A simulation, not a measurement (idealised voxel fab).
Title: Process Module voxel tone inversion
Shown is cross-section cut, with a width of 235 nm and square cells of size 5 nm.
Think of the cross-section as a grid of square cells. We describe it in bands, top to bottom, and each band covers one or more rows of those cells.
Basically the band line says how high the top is and how high the bottom is, in nm, and then what's in it from left to right, every material with its width in nm. Empty space shows up as "air", and if a single material carries "everywhere" it runs the full band edge to edge.
Heights are expressed relative to 0, this being the level below which the as-received wafer comprises one material exclusively. The lowest band is unbounded in the downward direction and is denoted as in "0 nm and below".
The two numbers in a width such as "30 to 40" mark its ends across the band: the first belongs to the top row of cells, the second to the bottom row, and from each row to the next the width moves by the same amount.
For the purposes of this document, the phrase "identical to before" attached to a step denotes that no cell within the cross-section was modified by that step.
Entry "Enclosed void catalog". Content: empty spaces with no open connection to the top, size 8 cells or greater. Each: width x height at distance. Distance: from left edge. Unit: nm.
Anything after a step's settings on that line? It's the simulator's own note about the step.
overlay nm, on a step with a mask: how far to the right of its planned place the mask lay; to the left if negative
The following list gives the planned process steps
step 1: RECEIVE with material Si
step 2: CONFORMAL_DEP with material SiCN, thk nm 5
step 3: DIRECTIONAL_DEP with material aC, thk nm 15
step 4: PATTERN with tone cover, mask id POSTS, material resist, width nm 20, pitch nm 45, thk nm 25, overlay nm 0
step 5: DIRECTIONAL_ETCH with etch materials aC, depth nm 15
step 6: STRIP with etch materials resist
step 7: FILL_DEP with material SiO2, thk nm 5
step 8: CMP with height nm 20
step 9: STRIP with etch materials aC
step 10: CONFORMAL_DEP with material TiN, thk nm 5
step 11: FILL_DEP with material W, thk nm 10
step 12: CMP with height nm 20
step 13: CONFORMAL_DEP with material SiN, thk nm 5
Cross-section, incoming material, after step 1
  0 nm and below = Si everywhere
  Enclosed void catalog: none
Cross-sectional view of the first of the two wafers upon completion of the module, processed in accordance with the plan
  25 nm to 20 nm = SiN everywhere
  20 nm to 10 nm = 85 nm SiO2 | 5 nm TiN | 10 nm W | 5 nm TiN | 25 nm SiO2 | 5 nm TiN | 10 nm W | 5 nm TiN | 85 nm SiO2
  10 nm to 5 nm = 85 nm SiO2 | 20 nm TiN | 25 nm SiO2 | 20 nm TiN | 85 nm SiO2
  5 nm to 0 nm = SiCN everywhere
  0 nm and below = Si everywhere
  Enclosed void catalog: none
Second of two wafers, module complete, sectioned: it shares the first wafer's start and plan but was run with one mistake
  25 nm to 20 nm = SiN everywhere
  20 nm to 10 nm = 75 nm SiO2 | 5 nm TiN | 10 nm W | 5 nm TiN | 25 nm SiO2 | 5 nm TiN | 10 nm W | 5 nm TiN | 95 nm SiO2
  10 nm to 5 nm = 75 nm SiO2 | 20 nm TiN | 25 nm SiO2 | 20 nm TiN | 95 nm SiO2
  5 nm to 0 nm = SiCN everywhere
  0 nm and below = Si everywhere
  Enclosed void catalog: none
Misprocessing identified: step 4, actual vs plan mismatch, actual run PATTERN with tone cover, mask id POSTS, material resist, width nm 20, pitch nm 45, thk nm 25, overlay nm -10
Comparing end states, the material composition by cell count is preserved from the first wafer to the second, while the locations of the cells are not.
